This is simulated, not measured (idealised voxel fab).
The process module presented herein is designated voxel gate over fins.
Section shown: cut. Width: 240 nm. Cell size: 5 nm, square.
Cross-section spec: square-cell grid; bands listed top down; each band is one or more rows. Look at the band entry: it leads with the top's height and the bottom's height in nm. Then it lists the materials left to right, with a width in nm for each. The word "throughout" on a single material says that material fills the band edge to edge. The word "air" is empty space. Measure heights from 0. That's the level where, below it, the as-received wafer is all one material. The lowest band is bottomless and extends downward; write it as in "0 -> down". When a width is written as two numbers, as in "30->40", the first number is the width in the top row of cells of the band and the second is the width in its bottom row, and the width changes by the same amount from each row to the next. You'll sometimes find "nothing got changed" written for a step, and that's the way of saying that nowhere in the cross-section did a cell change during that step. Empty spaces without an open route to the top, at least 8 cells in extent, make up the entry "Sealed void inventory"; each is given as width x height at distance, where the distance is measured from the left edge, and all are in nm. Post-settings text on a step line: simulator's own remark regarding the step. On any step carrying a mask, the "overlay nm" setting, if present on the step's line, tells how far right of its planned place the mask lay; negative values point to the left.
### Intended process steps
1: RECEIVE: material Si
2: CONFORMAL_DEP: material SiN, thk nm 5
3: PATTERN: tone cover, mask id FINS, material resist, width nm 15, pitch nm 40, thk nm 15, overlay nm -15
4: DIRECTIONAL_ETCH: etch materials SiN, depth nm 5
5: DIRECTIONAL_ETCH: etch materials Si, depth nm 30
6: STRIP: etch materials resist
7: OXIDIZE: depth nm 5
8: FILL_DEP: material SiO2, thk nm 15
9: CMP: height nm 5
10: SELECTIVE_ETCH: etch materials SiO2, depth nm 15
11: STRIP: etch materials SiN
12: CONFORMAL_DEP: material HfO2, thk nm 5
13: CONFORMAL_DEP: material TiN, thk nm 5
14: FILL_DEP: material W, thk nm 10
15: CMP: height nm 15
16: CONFORMAL_DEP: material SiN, thk nm 5
The plan's step 3 overlay nm is the first wafer's value; the wafers differ in this setting and start identical.
### Sectional view: first of several wafers, as received, after step 1
    0 -> down: Si throughout
    Sealed void inventory: none
### Post step 16, the closing step of the module: first of several wafers, cross-sectioned
    20 -> 15: SiN throughout
    15 -> 10: W throughout
    10 -> 5: 30 of W  25 of TiN  15 of W  25 of TiN  15 of W  25 of TiN  15 of W  25 of TiN  65 of W
    5 -> 0: 30 of W  5 of TiN  15 of HfO2  5 of TiN  15 of W  5 of TiN  15 of HfO2  5 of TiN  15 of W  5 of TiN  15 of HfO2  5 of TiN  15 of W  5 of TiN  15 of HfO2  5 of TiN  65 of W
    0 -> -5: 35 of TiN  5 of HfO2  5 of Si  5 of HfO2  25 of TiN  5 of HfO2  5 of Si  5 of HfO2  25 of TiN  5 of HfO2  5 of Si  5 of HfO2  25 of TiN  5 of HfO2  5 of Si  5 of HfO2  70 of TiN
    -5 -> -10: 40 of HfO2  5 of Si  35 of HfO2  5 of Si  35 of HfO2  5 of Si  35 of HfO2  5 of Si  75 of HfO2
    -10 -> -35: 40 of SiO2  5 of Si  35 of SiO2  5 of Si  35 of SiO2  5 of Si  35 of SiO2  5 of Si  75 of SiO2
    -35 -> down: Si throughout
    Sealed void inventory: none
### Here we cross-sectioned the last of the wafers once the module was done
    20 -> 15: SiN throughout
    15 -> 10: W throughout
    10 -> 5: 60 of W  25 of TiN  15 of W  25 of TiN  15 of W  25 of TiN  15 of W  25 of TiN  35 of W
    5 -> 0: 60 of W  5 of TiN  15 of HfO2  5 of TiN  15 of W  5 of TiN  15 of HfO2  5 of TiN  15 of W  5 of TiN  15 of HfO2  5 of TiN  15 of W  5 of TiN  15 of HfO2  5 of TiN  35 of W
    0 -> -5: 65 of TiN  5 of HfO2  5 of Si  5 of HfO2  25 of TiN  5 of HfO2  5 of Si  5 of HfO2  25 of TiN  5 of HfO2  5 of Si  5 of HfO2  25 of TiN  5 of HfO2  5 of Si  5 of HfO2  40 of TiN
    -5 -> -10: 70 of HfO2  5 of Si  35 of HfO2  5 of Si  35 of HfO2  5 of Si  35 of HfO2  5 of Si  45 of HfO2
    -10 -> -35: 70 of SiO2  5 of Si  35 of SiO2  5 of Si  35 of SiO2  5 of Si  35 of SiO2  5 of Si  45 of SiO2
    -35 -> down: Si throughout
    Sealed void inventory: none
### Every row in this table is a wafer at the end of the module, and it gives, for each of the materials, the cells that wafer has gained (+) or lost (-) since it was received, then its closed voids
overlay nm -15 | +64 HfO2 | -308 Si | +48 SiN | +220 SiO2 | +64 TiN | +104 W | Sealed void inventory: none
overlay nm -10 | +64 HfO2 | -308 Si | +48 SiN | +220 SiO2 | +64 TiN | +104 W | Sealed void inventory: none
overlay nm -5 | +64 HfO2 | -308 Si | +48 SiN | +220 SiO2 | +64 TiN | +104 W | Sealed void inventory: none
overlay nm 0 | +64 HfO2 | -308 Si | +48 SiN | +220 SiO2 | +64 TiN | +104 W | Sealed void inventory: none
overlay nm 5 | +64 HfO2 | -308 Si | +48 SiN | +220 SiO2 | +64 TiN | +104 W | Sealed void inventory: none
overlay nm 10 | +64 HfO2 | -308 Si | +48 SiN | +220 SiO2 | +64 TiN | +104 W | Sealed void inventory: none
overlay nm 15 | +64 HfO2 | -308 Si | +48 SiN | +220 SiO2 | +64 TiN | +104 W | Sealed void inventory: none
